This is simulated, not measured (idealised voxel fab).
This section sets out a process module, namely voxel capacitor over wiring.
155 nm wide, 5 nm square cells: that's cross-section cut.
A cross-section is written here as square cells arranged in a grid, and it is given in bands from the top down, each band taking up one or more rows of cells.
It is stipulated that each band's entry specify, in nanometres, the height of the top of the band and then that of its bottom, followed by the materials of the band in left-to-right sequence, each together with its width in nanometres. A single material marked by the word "everywhere" is understood to fill the band from edge to edge; the word "air" is understood to denote empty space.
Heights are expressed relative to 0, this being the level below which the as-received wafer comprises one material exclusively. The lowest band is unbounded in the downward direction and is denoted as in "0 -> down".
A width such as "30..40" changes by the same amount from each row of cells to the next, from the band's top row to its bottom row.
"nothing different" after a step means that no cell of the cross-section changed.
"Closed void entries" specifies each empty space that is not open to the top and that occupies no fewer than 8 cells, using the form width x height at distance, the distance measured from the left edge and all three quantities in nm.
Whatever follows a step's settings on its line is a remark the simulator itself makes about that step.
overlay nm: mask offset rightward from planned place, masked step; negative means leftward offset.
Process steps (planned):
1) RECEIVE | material Si
2) CONFORMAL_DEP | material SiO2 | thk nm 15
3) DIRECTIONAL_DEP | material TiN | thk nm 5
4) DIRECTIONAL_DEP | material Ru | thk nm 15
5) MASKED_ETCH | tone cover | mask id METAL_1 | width nm 25 | pitch nm 85 | etch materials Ru | depth nm 15 | overlay nm 0
6) MASKED_ETCH | tone cover | mask id METAL_1 | width nm 25 | pitch nm 85 | etch materials TiN | depth nm 5 | overlay nm 0
7) CONFORMAL_DEP | material SiN | thk nm 5
8) FILL_DEP | material SiO2 | thk nm 5
9) CMP | height nm 35
10) CONFORMAL_DEP | material SiCN | thk nm 5
11) DIRECTIONAL_DEP | material lowk | thk nm 20
12) MASKED_ETCH | tone open | mask id PLUG_1 | width nm 15 | etch materials lowk | depth nm 20 | overlay nm 0
13) MASKED_ETCH | tone open | mask id PLUG_1 | width nm 15 | etch materials SiCN | depth nm 5 | overlay nm 0
14) EPI | material Ru | thk nm 10
15) EPI | material Ru | thk nm 10
16) EPI | material Ru | thk nm 5
17) DIRECTIONAL_DEP | material TiN | thk nm 5
18) DIRECTIONAL_DEP | material SiN | thk nm 5
19) DIRECTIONAL_DEP | material TiN | thk nm 5
20) MASKED_ETCH | tone cover | mask id UPPER_PLATE | width nm 65 | etch materials TiN | depth nm 5 | overlay nm 0
21) MASKED_ETCH | tone cover | mask id UPPER_PLATE | width nm 65 | etch materials SiN | depth nm 5 | overlay nm 0
22) PATTERN | tone cover | mask id LOWER_PLATE | material resist | width nm 75 | thk nm 20 | overlay nm 0
23) DIRECTIONAL_ETCH | etch materials TiN | depth nm 5
24) STRIP | etch materials resist
25) FILL_DEP | material SiO2 | thk nm 20
26) CMP | height nm 90
27) PATTERN | tone open | mask id PLUG_2 | material resist | width nm 15 | thk nm 20 | overlay nm 0
28) DIRECTIONAL_ETCH | etch materials SiO2 | depth nm 15
29) STRIP | etch materials resist
30) CONFORMAL_DEP | material TiN | thk nm 5
31) FILL_DEP | material W | thk nm 10
32) CMP | height nm 90
33) CONFORMAL_DEP | material SiN | thk nm 5
Wafer as received: cross-section following step 1:
	0 -> down = Si everywhere
	Closed void entries: none
The module was run from the start shown above using the plan shown above, but one mistake was made doing it; the resulting wafer cross-section is below:
	95 -> 90 = SiN everywhere
	90 -> 80 = SiO2 (40) / TiN (5) / W (5) / TiN (5) / SiO2 (100)
	80 -> 70 = SiO2 (40..35) / TiN (15..60) / SiO2 (100..60)
	70 -> 65 = SiO2 (30) / SiN (65) / SiO2 (60)
	65 -> 60 = SiO2 (30) / TiN (80) / SiO2 (45)
	60 -> 40 = lowk (30) / Ru (15) / lowk (110)
	40 -> 35 = SiCN (30) / Ru (15) / SiCN (110)
	35 -> 20 = SiO2 (15) / SiN (5) / Ru (25) / SiN (5) / SiO2 (50) / SiN (5) / Ru (25) / SiN (5) / SiO2 (20)
	20 -> 15 = SiN (20) / TiN (25) / SiN (60) / TiN (25) / SiN (25)
	15 -> 0 = SiO2 everywhere
	0 -> down = Si everywhere
	Closed void entries: none
Deviation noted in wafer processing: rather than as planned, step 22 actually ran as PATTERN | tone cover | mask id LOWER_PLATE | material resist | width nm 75 | thk nm 20 | overlay nm 10
